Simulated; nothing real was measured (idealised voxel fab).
process module | voxel wiring stack
cross-section cut | 280 nm wide | cells 5 nm
A cross-section is a grid of square cells, given in bands from the top down. A band is one or more rows of cells.
Each band's line starts with the height of the band's top and of its bottom, in nm. Then come its materials from left to right, each with its width in nm. One material with "throughout" fills the band from edge to edge. "air" is empty space.
Height 0 is the level under which the wafer as received is all one material. The lowest band goes on downwards, as in "0 down".
A width such as "30 to 40" changes by the same amount from each row of cells to the next, from the band's top row to its bottom row.
"no change" after a step means that no cell of the cross-section changed.
closed voids: empty space of 8 cells or more with no open way to the top, each as width x height at its distance from the left edge, in nm
after a step's settings: what the simulator itself notes on the step
overlay nm, on a step with a mask: how far to the right of its planned place the mask lay; to the left if negative
plan
1 op RECEIVE | material Si
2 op CONFORMAL_DEP | material SiO2 | thk nm 10
3 op CONFORMAL_DEP | material SiN | thk nm 5
4 op DIRECTIONAL_DEP | material lowk | thk nm 25
5 op PATTERN | tone open | mask id METAL_1 | material resist | width nm 25 | pitch nm 40 | thk nm 20 | overlay nm 0
6 op DIRECTIONAL_ETCH | etch materials lowk | depth nm 25
7 op DIRECTIONAL_ETCH | etch materials SiN | depth nm 5
8 op STRIP | etch materials resist
9 op CONFORMAL_DEP | material TiN | thk nm 5
10 op FILL_DEP | material W | thk nm 5
11 op CMP | height nm 40
12 op CONFORMAL_DEP | material SiCN | thk nm 5
13 op DIRECTIONAL_DEP | material SiO2 | thk nm 30
14 op PATTERN | tone open | mask id METAL_2_HOLES | material resist | width nm 15 | pitch nm 40 | thk nm 20 | overlay nm 0
15 op DIRECTIONAL_ETCH | etch materials SiO2 | depth nm 30
16 op STRIP | etch materials resist
17 op DIRECTIONAL_DEP | material aC | thk nm 15
18 op PATTERN | tone open | mask id METAL_2 | material resist | width nm 25 | pitch nm 40 | thk nm 30 | overlay nm 0
19 op DIRECTIONAL_ETCH | etch materials aC | depth nm 15
20 op STRIP | etch materials resist
21 op DIRECTIONAL_ETCH | etch materials SiO2 | depth nm 15
22 op DIRECTIONAL_ETCH | etch materials SiCN | depth nm 5
23 op STRIP | etch materials aC
24 op CONFORMAL_DEP | material TiN | thk nm 5
25 op FILL_DEP | material Cu | thk nm 10
26 op CMP | height nm 75
27 op CONFORMAL_DEP | material SiCN | thk nm 5
28 op DIRECTIONAL_DEP | material lowk | thk nm 25
29 op PATTERN | tone open | mask id METAL_3_HOLES | material resist | width nm 15 | pitch nm 40 | thk nm 20 | overlay nm 0
30 op DIRECTIONAL_ETCH | etch materials lowk | depth nm 25
31 op STRIP | etch materials resist
32 op DIRECTIONAL_DEP | material aC | thk nm 10
33 op PATTERN | tone open | mask id METAL_3 | material resist | width nm 25 | pitch nm 40 | thk nm 30 | overlay nm 0
34 op DIRECTIONAL_ETCH | etch materials aC | depth nm 10
35 op STRIP | etch materials resist
36 op DIRECTIONAL_ETCH | etch materials lowk | depth nm 15
37 op DIRECTIONAL_ETCH | etch materials SiCN | depth nm 5
38 op STRIP | etch materials aC
39 op CONFORMAL_DEP | material TiN | thk nm 5
40 op FILL_DEP | material Cu | thk nm 10
41 op CMP | height nm 105
42 op CONFORMAL_DEP | material SiCN | thk nm 5
first wafer, as planned
as received, after step 1
  0 down: Si throughout
  closed voids: none
after step 2
  10 to 0: SiO2 throughout
  below 0: unchanged
after step 3
  15 to 10: SiN throughout
  below 10: unchanged
after step 4
  40 to 15: lowk throughout
  below 15: unchanged
after step 5
  60 to 40: resist 65 | air 25 | resist 15 | air 25 | resist 15 | air 25 | resist 15 | air 25 | resist 70
  below 40: unchanged
after step 6
  60 to 40: resist 65 | air 25 | resist 15 | air 25 | resist 15 | air 25 | resist 15 | air 25 | resist 70
  40 to 15: lowk 65 | air 25 | lowk 15 | air 25 | lowk 15 | air 25 | lowk 15 | air 25 | lowk 70
  below 15: unchanged
after step 7
  60 to 40: resist 65 | air 25 | resist 15 | air 25 | resist 15 | air 25 | resist 15 | air 25 | resist 70
  40 to 15: lowk 65 | air 25 | lowk 15 | air 25 | lowk 15 | air 25 | lowk 15 | air 25 | lowk 70
  15 to 10: SiN 65 | air 25 | SiN 15 | air 25 | SiN 15 | air 25 | SiN 15 | air 25 | SiN 70
  below 10: unchanged
after step 8
  40 to 15: lowk 65 | air 25 | lowk 15 | air 25 | lowk 15 | air 25 | lowk 15 | air 25 | lowk 70
  below 15: unchanged
after step 9
  45 to 40: TiN 70 | air 15 | TiN 25 | air 15 | TiN 25 | air 15 | TiN 25 | air 15 | TiN 75
  40 to 15: lowk 65 | TiN 5 | air 15 | TiN 5 | lowk 15 | TiN 5 | air 15 | TiN 5 | lowk 15 | TiN 5 | air 15 | TiN 5 | lowk 15 | TiN 5 | air 15 | TiN 5 | lowk 70
  15 to 10: SiN 65 | TiN 25 | SiN 15 | TiN 25 | SiN 15 | TiN 25 | SiN 15 | TiN 25 | SiN 70
  below 10: unchanged
after step 10
  50 to 45: W throughout
  45 to 40: TiN 70 | W 15 | TiN 25 | W 15 | TiN 25 | W 15 | TiN 25 | W 15 | TiN 75
  40 to 15: lowk 65 | TiN 5 | W 15 | TiN 5 | lowk 15 | TiN 5 | W 15 | TiN 5 | lowk 15 | TiN 5 | W 15 | TiN 5 | lowk 15 | TiN 5 | W 15 | TiN 5 | lowk 70
  below 15: unchanged
after step 11
  40 to 15: lowk 65 | TiN 5 | W 15 | TiN 5 | lowk 15 | TiN 5 | W 15 | TiN 5 | lowk 15 | TiN 5 | W 15 | TiN 5 | lowk 15 | TiN 5 | W 15 | TiN 5 | lowk 70
  below 15: unchanged
after step 12
  45 to 40: SiCN throughout
  below 40: unchanged
after step 13
  75 to 45: SiO2 throughout
  below 45: unchanged
after step 14
  95 to 75: resist 65 | air 15 | resist 25 | air 15 | resist 25 | air 15 | resist 25 | air 15 | resist 80
  below 75: unchanged
after step 15
  95 to 75: resist 65 | air 15 | resist 25 | air 15 | resist 25 | air 15 | resist 25 | air 15 | resist 80
  75 to 45: SiO2 65 | air 15 | SiO2 25 | air 15 | SiO2 25 | air 15 | SiO2 25 | air 15 | SiO2 80
  below 45: unchanged
after step 16
  75 to 45: SiO2 65 | air 15 | SiO2 25 | air 15 | SiO2 25 | air 15 | SiO2 25 | air 15 | SiO2 80
  below 45: unchanged
after step 17
  90 to 75: aC 65 | air 15 | aC 25 | air 15 | aC 25 | air 15 | aC 25 | air 15 | aC 80
  75 to 60: SiO2 65 | air 15 | SiO2 25 | air 15 | SiO2 25 | air 15 | SiO2 25 | air 15 | SiO2 80
  60 to 45: SiO2 65 | aC 15 | SiO2 25 | aC 15 | SiO2 25 | aC 15 | SiO2 25 | aC 15 | SiO2 80
  below 45: unchanged
after step 18
  120 to 90: resist 65 | air 25 | resist 15 | air 25 | resist 15 | air 25 | resist 15 | air 25 | resist 70
  below 90: unchanged
after step 19
  105 to 90: resist 65 | air 25 | resist 15 | air 25 | resist 15 | air 25 | resist 15 | air 25 | resist 70
  90 to 75: aC 65 | air 25 | aC 15 | air 25 | aC 15 | air 25 | aC 15 | air 25 | aC 70
  75 to 45: SiO2 65 | air 15 | SiO2 25 | air 15 | SiO2 25 | air 15 | SiO2 25 | air 15 | SiO2 80
  below 45: unchanged
after step 20
  90 to 75: aC 65 | air 25 | aC 15 | air 25 | aC 15 | air 25 | aC 15 | air 25 | aC 70
  below 75: unchanged
after step 21
  90 to 75: aC 65 | air 25 | aC 15 | air 25 | aC 15 | air 25 | aC 15 | air 25 | aC 70
  75 to 60: SiO2 65 | air 25 | SiO2 15 | air 25 | SiO2 15 | air 25 | SiO2 15 | air 25 | SiO2 70
  below 60: unchanged
after step 22
  90 to 75: aC 65 | air 25 | aC 15 | air 25 | aC 15 | air 25 | aC 15 | air 25 | aC 70
  75 to 60: SiO2 65 | air 25 | SiO2 15 | air 25 | SiO2 15 | air 25 | SiO2 15 | air 25 | SiO2 70
  60 to 45: SiO2 65 | air 15 | SiO2 25 | air 15 | SiO2 25 | air 15 | SiO2 25 | air 15 | SiO2 80
  45 to 40: SiCN 65 | air 15 | SiCN 25 | air 15 | SiCN 25 | air 15 | SiCN 25 | air 15 | SiCN 80
  below 40: unchanged
after step 23
  75 to 60: SiO2 65 | air 25 | SiO2 15 | air 25 | SiO2 15 | air 25 | SiO2 15 | air 25 | SiO2 70
  below 60: unchanged
after step 24
  80 to 75: TiN 70 | air 15 | TiN 25 | air 15 | TiN 25 | air 15 | TiN 25 | air 15 | TiN 75
  75 to 65: SiO2 65 | TiN 5 | air 15 | TiN 5 | SiO2 15 | TiN 5 | air 15 | TiN 5 | SiO2 15 | TiN 5 | air 15 | TiN 5 | SiO2 15 | TiN 5 | air 15 | TiN 5 | SiO2 70
  65 to 60: SiO2 65 | TiN 5 | air 5 | TiN 15 | SiO2 15 | TiN 5 | air 5 | TiN 15 | SiO2 15 | TiN 5 | air 5 | TiN 15 | SiO2 15 | TiN 5 | air 5 | TiN 15 | SiO2 70
  60 to 45: SiO2 65 | TiN 5 | air 5 | TiN 5 | SiO2 25 | TiN 5 | air 5 | TiN 5 | SiO2 25 | TiN 5 | air 5 | TiN 5 | SiO2 25 | TiN 5 | air 5 | TiN 5 | SiO2 80
  45 to 40: SiCN 65 | TiN 15 | SiCN 25 | TiN 15 | SiCN 25 | TiN 15 | SiCN 25 | TiN 15 | SiCN 80
  below 40: unchanged
after step 25
  90 to 80: Cu throughout
  80 to 75: TiN 70 | Cu 15 | TiN 25 | Cu 15 | TiN 25 | Cu 15 | TiN 25 | Cu 15 | TiN 75
  75 to 65: SiO2 65 | TiN 5 | Cu 15 | TiN 5 | SiO2 15 | TiN 5 | Cu 15 | TiN 5 | SiO2 15 | TiN 5 | Cu 15 | TiN 5 | SiO2 15 | TiN 5 | Cu 15 | TiN 5 | SiO2 70
  65 to 60: SiO2 65 | TiN 5 | Cu 5 | TiN 15 | SiO2 15 | TiN 5 | Cu 5 | TiN 15 | SiO2 15 | TiN 5 | Cu 5 | TiN 15 | SiO2 15 | TiN 5 | Cu 5 | TiN 15 | SiO2 70
  60 to 45: SiO2 65 | TiN 5 | Cu 5 | TiN 5 | SiO2 25 | TiN 5 | Cu 5 | TiN 5 | SiO2 25 | TiN 5 | Cu 5 | TiN 5 | SiO2 25 | TiN 5 | Cu 5 | TiN 5 | SiO2 80
  below 45: unchanged
after step 26
  75 to 65: SiO2 65 | TiN 5 | Cu 15 | TiN 5 | SiO2 15 | TiN 5 | Cu 15 | TiN 5 | SiO2 15 | TiN 5 | Cu 15 | TiN 5 | SiO2 15 | TiN 5 | Cu 15 | TiN 5 | SiO2 70
  below 65: unchanged
after step 27
  80 to 75: SiCN throughout
  below 75: unchanged
after step 28
  105 to 80: lowk throughout
  below 80: unchanged
after step 29
  125 to 105: resist 65 | air 15 | resist 25 | air 15 | resist 25 | air 15 | resist 25 | air 15 | resist 80
  below 105: unchanged
after step 30
  125 to 105: resist 65 | air 15 | resist 25 | air 15 | resist 25 | air 15 | resist 25 | air 15 | resist 80
  105 to 80: lowk 65 | air 15 | lowk 25 | air 15 | lowk 25 | air 15 | lowk 25 | air 15 | lowk 80
  below 80: unchanged
after step 31
  105 to 80: lowk 65 | air 15 | lowk 25 | air 15 | lowk 25 | air 15 | lowk 25 | air 15 | lowk 80
  below 80: unchanged
after step 32
  115 to 105: aC 65 | air 15 | aC 25 | air 15 | aC 25 | air 15 | aC 25 | air 15 | aC 80
  105 to 90: lowk 65 | air 15 | lowk 25 | air 15 | lowk 25 | air 15 | lowk 25 | air 15 | lowk 80
  90 to 80: lowk 65 | aC 15 | lowk 25 | aC 15 | lowk 25 | aC 15 | lowk 25 | aC 15 | lowk 80
  below 80: unchanged
after step 33
  145 to 115: resist 65 | air 25 | resist 15 | air 25 | resist 15 | air 25 | resist 15 | air 25 | resist 70
  below 115: unchanged
after step 34
  135 to 115: resist 65 | air 25 | resist 15 | air 25 | resist 15 | air 25 | resist 15 | air 25 | resist 70
  115 to 105: aC 65 | air 25 | aC 15 | air 25 | aC 15 | air 25 | aC 15 | air 25 | aC 70
  105 to 80: lowk 65 | air 15 | lowk 25 | air 15 | lowk 25 | air 15 | lowk 25 | air 15 | lowk 80
  below 80: unchanged
after step 35
  115 to 105: aC 65 | air 25 | aC 15 | air 25 | aC 15 | air 25 | aC 15 | air 25 | aC 70
  below 105: unchanged
after step 36
  115 to 105: aC 65 | air 25 | aC 15 | air 25 | aC 15 | air 25 | aC 15 | air 25 | aC 70
  105 to 90: lowk 65 | air 25 | lowk 15 | air 25 | lowk 15 | air 25 | lowk 15 | air 25 | lowk 70
  below 90: unchanged
after step 37
  115 to 105: aC 65 | air 25 | aC 15 | air 25 | aC 15 | air 25 | aC 15 | air 25 | aC 70
  105 to 90: lowk 65 | air 25 | lowk 15 | air 25 | lowk 15 | air 25 | lowk 15 | air 25 | lowk 70
  90 to 80: lowk 65 | air 15 | lowk 25 | air 15 | lowk 25 | air 15 | lowk 25 | air 15 | lowk 80
  80 to 75: SiCN 65 | air 15 | SiCN 25 | air 15 | SiCN 25 | air 15 | SiCN 25 | air 15 | SiCN 80
  below 75: unchanged
after step 38
  105 to 90: lowk 65 | air 25 | lowk 15 | air 25 | lowk 15 | air 25 | lowk 15 | air 25 | lowk 70
  below 90: unchanged
after step 39
  110 to 105: TiN 70 | air 15 | TiN 25 | air 15 | TiN 25 | air 15 | TiN 25 | air 15 | TiN 75
  105 to 95: lowk 65 | TiN 5 | air 15 | TiN 5 | lowk 15 | TiN 5 | air 15 | TiN 5 | lowk 15 | TiN 5 | air 15 | TiN 5 | lowk 15 | TiN 5 | air 15 | TiN 5 | lowk 70
  95 to 90: lowk 65 | TiN 5 | air 5 | TiN 15 | lowk 15 | TiN 5 | air 5 | TiN 15 | lowk 15 | TiN 5 | air 5 | TiN 15 | lowk 15 | TiN 5 | air 5 | TiN 15 | lowk 70
  90 to 80: lowk 65 | TiN 5 | air 5 | TiN 5 | lowk 25 | TiN 5 | air 5 | TiN 5 | lowk 25 | TiN 5 | air 5 | TiN 5 | lowk 25 | TiN 5 | air 5 | TiN 5 | lowk 80
  80 to 75: SiCN 65 | TiN 15 | SiCN 25 | TiN 15 | SiCN 25 | TiN 15 | SiCN 25 | TiN 15 | SiCN 80
  below 75: unchanged
after step 40
  120 to 110: Cu throughout
  110 to 105: TiN 70 | Cu 15 | TiN 25 | Cu 15 | TiN 25 | Cu 15 | TiN 25 | Cu 15 | TiN 75
  105 to 95: lowk 65 | TiN 5 | Cu 15 | TiN 5 | lowk 15 | TiN 5 | Cu 15 | TiN 5 | lowk 15 | TiN 5 | Cu 15 | TiN 5 | lowk 15 | TiN 5 | Cu 15 | TiN 5 | lowk 70
  95 to 90: lowk 65 | TiN 5 | Cu 5 | TiN 15 | lowk 15 | TiN 5 | Cu 5 | TiN 15 | lowk 15 | TiN 5 | Cu 5 | TiN 15 | lowk 15 | TiN 5 | Cu 5 | TiN 15 | lowk 70
  90 to 80: lowk 65 | TiN 5 | Cu 5 | TiN 5 | lowk 25 | TiN 5 | Cu 5 | TiN 5 | lowk 25 | TiN 5 | Cu 5 | TiN 5 | lowk 25 | TiN 5 | Cu 5 | TiN 5 | lowk 80
  below 80: unchanged
after step 41
  105 to 95: lowk 65 | TiN 5 | Cu 15 | TiN 5 | lowk 15 | TiN 5 | Cu 15 | TiN 5 | lowk 15 | TiN 5 | Cu 15 | TiN 5 | lowk 15 | TiN 5 | Cu 15 | TiN 5 | lowk 70
  below 95: unchanged
after step 42
  110 to 105: SiCN throughout
  below 105: unchanged
second wafer: like start, like plan, one mistake. Through step 12 it matches the first wafer
when step 13 should have ended
  105 to 45: SiO2 throughout
  below 45: unchanged
when step 14 should have ended
  125 to 105: resist 65 | air 15 | resist 25 | air 15 | resist 25 | air 15 | resist 25 | air 15 | resist 80
  below 105: unchanged
when step 15 should have ended
  125 to 105: resist 65 | air 15 | resist 25 | air 15 | resist 25 | air 15 | resist 25 | air 15 | resist 80
  105 to 75: SiO2 65 | air 15 | SiO2 25 | air 15 | SiO2 25 | air 15 | SiO2 25 | air 15 | SiO2 80
  below 75: unchanged
when step 16 should have ended
  105 to 75: SiO2 65 | air 15 | SiO2 25 | air 15 | SiO2 25 | air 15 | SiO2 25 | air 15 | SiO2 80
  below 75: unchanged
when step 17 should have ended
  120 to 105: aC 65 | air 15 | aC 25 | air 15 | aC 25 | air 15 | aC 25 | air 15 | aC 80
  105 to 90: SiO2 65 | air 15 | SiO2 25 | air 15 | SiO2 25 | air 15 | SiO2 25 | air 15 | SiO2 80
  90 to 75: SiO2 65 | aC 15 | SiO2 25 | aC 15 | SiO2 25 | aC 15 | SiO2 25 | aC 15 | SiO2 80
  below 75: unchanged
when step 18 should have ended
  150 to 120: resist 65 | air 25 | resist 15 | air 25 | resist 15 | air 25 | resist 15 | air 25 | resist 70
  below 120: unchanged
when step 19 should have ended
  135 to 120: resist 65 | air 25 | resist 15 | air 25 | resist 15 | air 25 | resist 15 | air 25 | resist 70
  120 to 105: aC 65 | air 25 | aC 15 | air 25 | aC 15 | air 25 | aC 15 | air 25 | aC 70
  105 to 75: SiO2 65 | air 15 | SiO2 25 | air 15 | SiO2 25 | air 15 | SiO2 25 | air 15 | SiO2 80
  below 75: unchanged
when step 20 should have ended
  120 to 105: aC 65 | air 25 | aC 15 | air 25 | aC 15 | air 25 | aC 15 | air 25 | aC 70
  below 105: unchanged
when step 21 should have ended
  120 to 105: aC 65 | air 25 | aC 15 | air 25 | aC 15 | air 25 | aC 15 | air 25 | aC 70
  105 to 90: SiO2 65 | air 25 | SiO2 15 | air 25 | SiO2 15 | air 25 | SiO2 15 | air 25 | SiO2 70
  90 to 60: SiO2 65 | air 15 | SiO2 25 | air 15 | SiO2 25 | air 15 | SiO2 25 | air 15 | SiO2 80
  below 60: unchanged
when step 22 should have ended: no change
when step 23 should have ended
  105 to 90: SiO2 65 | air 25 | SiO2 15 | air 25 | SiO2 15 | air 25 | SiO2 15 | air 25 | SiO2 70
  below 90: unchanged
when step 24 should have ended
  110 to 105: TiN 70 | air 15 | TiN 25 | air 15 | TiN 25 | air 15 | TiN 25 | air 15 | TiN 75
  105 to 95: SiO2 65 | TiN 5 | air 15 | TiN 5 | SiO2 15 | TiN 5 | air 15 | TiN 5 | SiO2 15 | TiN 5 | air 15 | TiN 5 | SiO2 15 | TiN 5 | air 15 | TiN 5 | SiO2 70
  95 to 90: SiO2 65 | TiN 5 | air 5 | TiN 15 | SiO2 15 | TiN 5 | air 5 | TiN 15 | SiO2 15 | TiN 5 | air 5 | TiN 15 | SiO2 15 | TiN 5 | air 5 | TiN 15 | SiO2 70
  90 to 65: SiO2 65 | TiN 5 | air 5 | TiN 5 | SiO2 25 | TiN 5 | air 5 | TiN 5 | SiO2 25 | TiN 5 | air 5 | TiN 5 | SiO2 25 | TiN 5 | air 5 | TiN 5 | SiO2 80
  65 to 60: SiO2 65 | TiN 15 | SiO2 25 | TiN 15 | SiO2 25 | TiN 15 | SiO2 25 | TiN 15 | SiO2 80
  below 60: unchanged
when step 25 should have ended
  120 to 110: Cu throughout
  110 to 105: TiN 70 | Cu 15 | TiN 25 | Cu 15 | TiN 25 | Cu 15 | TiN 25 | Cu 15 | TiN 75
  105 to 95: SiO2 65 | TiN 5 | Cu 15 | TiN 5 | SiO2 15 | TiN 5 | Cu 15 | TiN 5 | SiO2 15 | TiN 5 | Cu 15 | TiN 5 | SiO2 15 | TiN 5 | Cu 15 | TiN 5 | SiO2 70
  95 to 90: SiO2 65 | TiN 5 | Cu 5 | TiN 15 | SiO2 15 | TiN 5 | Cu 5 | TiN 15 | SiO2 15 | TiN 5 | Cu 5 | TiN 15 | SiO2 15 | TiN 5 | Cu 5 | TiN 15 | SiO2 70
  90 to 65: SiO2 65 | TiN 5 | Cu 5 | TiN 5 | SiO2 25 | TiN 5 | Cu 5 | TiN 5 | SiO2 25 | TiN 5 | Cu 5 | TiN 5 | SiO2 25 | TiN 5 | Cu 5 | TiN 5 | SiO2 80
  below 65: unchanged
when step 26 should have ended
  75 to 65: SiO2 65 | TiN 5 | Cu 5 | TiN 5 | SiO2 25 | TiN 5 | Cu 5 | TiN 5 | SiO2 25 | TiN 5 | Cu 5 | TiN 5 | SiO2 25 | TiN 5 | Cu 5 | TiN 5 | SiO2 80
  below 65: unchanged
when step 27 should have ended
  80 to 75: SiCN throughout
  below 75: unchanged
when step 28 should have ended
  105 to 80: lowk throughout
  below 80: unchanged
when step 29 should have ended
  125 to 105: resist 65 | air 15 | resist 25 | air 15 | resist 25 | air 15 | resist 25 | air 15 | resist 80
  below 105: unchanged
when step 30 should have ended
  125 to 105: resist 65 | air 15 | resist 25 | air 15 | resist 25 | air 15 | resist 25 | air 15 | resist 80
  105 to 80: lowk 65 | air 15 | lowk 25 | air 15 | lowk 25 | air 15 | lowk 25 | air 15 | lowk 80
  below 80: unchanged
when step 31 should have ended
  105 to 80: lowk 65 | air 15 | lowk 25 | air 15 | lowk 25 | air 15 | lowk 25 | air 15 | lowk 80
  below 80: unchanged
when step 32 should have ended
  115 to 105: aC 65 | air 15 | aC 25 | air 15 | aC 25 | air 15 | aC 25 | air 15 | aC 80
  105 to 90: lowk 65 | air 15 | lowk 25 | air 15 | lowk 25 | air 15 | lowk 25 | air 15 | lowk 80
  90 to 80: lowk 65 | aC 15 | lowk 25 | aC 15 | lowk 25 | aC 15 | lowk 25 | aC 15 | lowk 80
  below 80: unchanged
when step 33 should have ended
  145 to 115: resist 65 | air 25 | resist 15 | air 25 | resist 15 | air 25 | resist 15 | air 25 | resist 70
  below 115: unchanged
when step 34 should have ended
  135 to 115: resist 65 | air 25 | resist 15 | air 25 | resist 15 | air 25 | resist 15 | air 25 | resist 70
  115 to 105: aC 65 | air 25 | aC 15 | air 25 | aC 15 | air 25 | aC 15 | air 25 | aC 70
  105 to 80: lowk 65 | air 15 | lowk 25 | air 15 | lowk 25 | air 15 | lowk 25 | air 15 | lowk 80
  below 80: unchanged
when step 35 should have ended
  115 to 105: aC 65 | air 25 | aC 15 | air 25 | aC 15 | air 25 | aC 15 | air 25 | aC 70
  below 105: unchanged
when step 36 should have ended
  115 to 105: aC 65 | air 25 | aC 15 | air 25 | aC 15 | air 25 | aC 15 | air 25 | aC 70
  105 to 90: lowk 65 | air 25 | lowk 15 | air 25 | lowk 15 | air 25 | lowk 15 | air 25 | lowk 70
  below 90: unchanged
when step 37 should have ended
  115 to 105: aC 65 | air 25 | aC 15 | air 25 | aC 15 | air 25 | aC 15 | air 25 | aC 70
  105 to 90: lowk 65 | air 25 | lowk 15 | air 25 | lowk 15 | air 25 | lowk 15 | air 25 | lowk 70
  90 to 80: lowk 65 | air 15 | lowk 25 | air 15 | lowk 25 | air 15 | lowk 25 | air 15 | lowk 80
  80 to 75: SiCN 65 | air 15 | SiCN 25 | air 15 | SiCN 25 | air 15 | SiCN 25 | air 15 | SiCN 80
  below 75: unchanged
when step 38 should have ended
  105 to 90: lowk 65 | air 25 | lowk 15 | air 25 | lowk 15 | air 25 | lowk 15 | air 25 | lowk 70
  below 90: unchanged
when step 39 should have ended
  110 to 105: TiN 70 | air 15 | TiN 25 | air 15 | TiN 25 | air 15 | TiN 25 | air 15 | TiN 75
  105 to 95: lowk 65 | TiN 5 | air 15 | TiN 5 | lowk 15 | TiN 5 | air 15 | TiN 5 | lowk 15 | TiN 5 | air 15 | TiN 5 | lowk 15 | TiN 5 | air 15 | TiN 5 | lowk 70
  95 to 90: lowk 65 | TiN 5 | air 5 | TiN 15 | lowk 15 | TiN 5 | air 5 | TiN 15 | lowk 15 | TiN 5 | air 5 | TiN 15 | lowk 15 | TiN 5 | air 5 | TiN 15 | lowk 70
  90 to 80: lowk 65 | TiN 5 | air 5 | TiN 5 | lowk 25 | TiN 5 | air 5 | TiN 5 | lowk 25 | TiN 5 | air 5 | TiN 5 | lowk 25 | TiN 5 | air 5 | TiN 5 | lowk 80
  80 to 75: SiCN 65 | TiN 15 | SiCN 25 | TiN 15 | SiCN 25 | TiN 15 | SiCN 25 | TiN 15 | SiCN 80
  below 75: unchanged
when step 40 should have ended
  120 to 110: Cu throughout
  110 to 105: TiN 70 | Cu 15 | TiN 25 | Cu 15 | TiN 25 | Cu 15 | TiN 25 | Cu 15 | TiN 75
  105 to 95: lowk 65 | TiN 5 | Cu 15 | TiN 5 | lowk 15 | TiN 5 | Cu 15 | TiN 5 | lowk 15 | TiN 5 | Cu 15 | TiN 5 | lowk 15 | TiN 5 | Cu 15 | TiN 5 | lowk 70
  95 to 90: lowk 65 | TiN 5 | Cu 5 | TiN 15 | lowk 15 | TiN 5 | Cu 5 | TiN 15 | lowk 15 | TiN 5 | Cu 5 | TiN 15 | lowk 15 | TiN 5 | Cu 5 | TiN 15 | lowk 70
  90 to 80: lowk 65 | TiN 5 | Cu 5 | TiN 5 | lowk 25 | TiN 5 | Cu 5 | TiN 5 | lowk 25 | TiN 5 | Cu 5 | TiN 5 | lowk 25 | TiN 5 | Cu 5 | TiN 5 | lowk 80
  below 80: unchanged
when step 41 should have ended
  105 to 95: lowk 65 | TiN 5 | Cu 15 | TiN 5 | lowk 15 | TiN 5 | Cu 15 | TiN 5 | lowk 15 | TiN 5 | Cu 15 | TiN 5 | lowk 15 | TiN 5 | Cu 15 | TiN 5 | lowk 70
  below 95: unchanged
when step 42 should have ended
  110 to 105: SiCN throughout
  below 105: unchanged
what went wrong: step 13 was run twice
at the end the second wafer has, in cells: 32 fewer of Cu | 12 more of SiCN | 60 more of SiO2 | 40 fewer of TiN
